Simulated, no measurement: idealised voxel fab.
process module | voxel ribs on slabs
cross-section cut | 200 nm wide | cells 5 nm
A cross-section is a grid of square cells, given in bands from the top down. A band is one or more rows of cells.
Each band's line starts with the height of the band's top and of its bottom, in nm. Then come its materials from left to right, each with its width in nm. One material with "throughout" fills the band from edge to edge. "air" is empty space.
Height 0 is the level under which the wafer as received is all one material. The lowest band goes on downwards, as in "0 down".
A width such as "30 to 40" changes by the same amount from each row of cells to the next, from the band's top row to its bottom row.
"no change" after a step means that no cell of the cross-section changed.
closed voids: empty space of 8 cells or more with no open way to the top, each as width x height at its distance from the left edge, in nm
after a step's settings: what the simulator itself notes on the step
overlay nm, on a step with a mask: how far to the right of its planned place the mask lay; to the left if negative
plan
1 op RECEIVE | material Si
2 op DIRECTIONAL_DEP | material SiO2 | thk nm 30
3 op DIRECTIONAL_DEP | material polySi | thk nm 15
4 op MASKED_ETCH | tone cover | mask id RIB | width nm 15 | etch materials polySi | depth nm 10 | overlay nm 0
5 op PATTERN | tone cover | mask id SLAB | material resist | width nm 55 | thk nm 15 | overlay nm 0
6 op DIRECTIONAL_ETCH | etch materials polySi | depth nm 5
7 op STRIP | etch materials resist
8 op FILL_DEP | material SiO2 | thk nm 20
9 op CMP | height nm 55
10 op DIRECTIONAL_DEP | material W | thk nm 5
11 op MASKED_ETCH | tone cover | mask id HEATER | width nm 25 | etch materials W | depth nm 5 | overlay nm 0
12 op CONFORMAL_DEP | material SiN | thk nm 5
as received, after step 1
  0 down: Si throughout
  closed voids: none
a wafer at the end: this start, this plan, one mistake
  65 to 60: air 80 | SiN 35 | air 85
  60 to 55: SiN 85 | W 25 | SiN 90
  55 to 50: SiO2 throughout
  50 to 40: SiO2 90 | polySi 15 | SiO2 95
  40 to 35: SiO2 70 | polySi 55 | SiO2 75
  35 to 30: polySi throughout
  30 to 0: SiO2 throughout
  0 down: Si throughout
  closed voids: none
what went wrong: step 3 ran as: op DIRECTIONAL_DEP | material polySi | thk nm 20
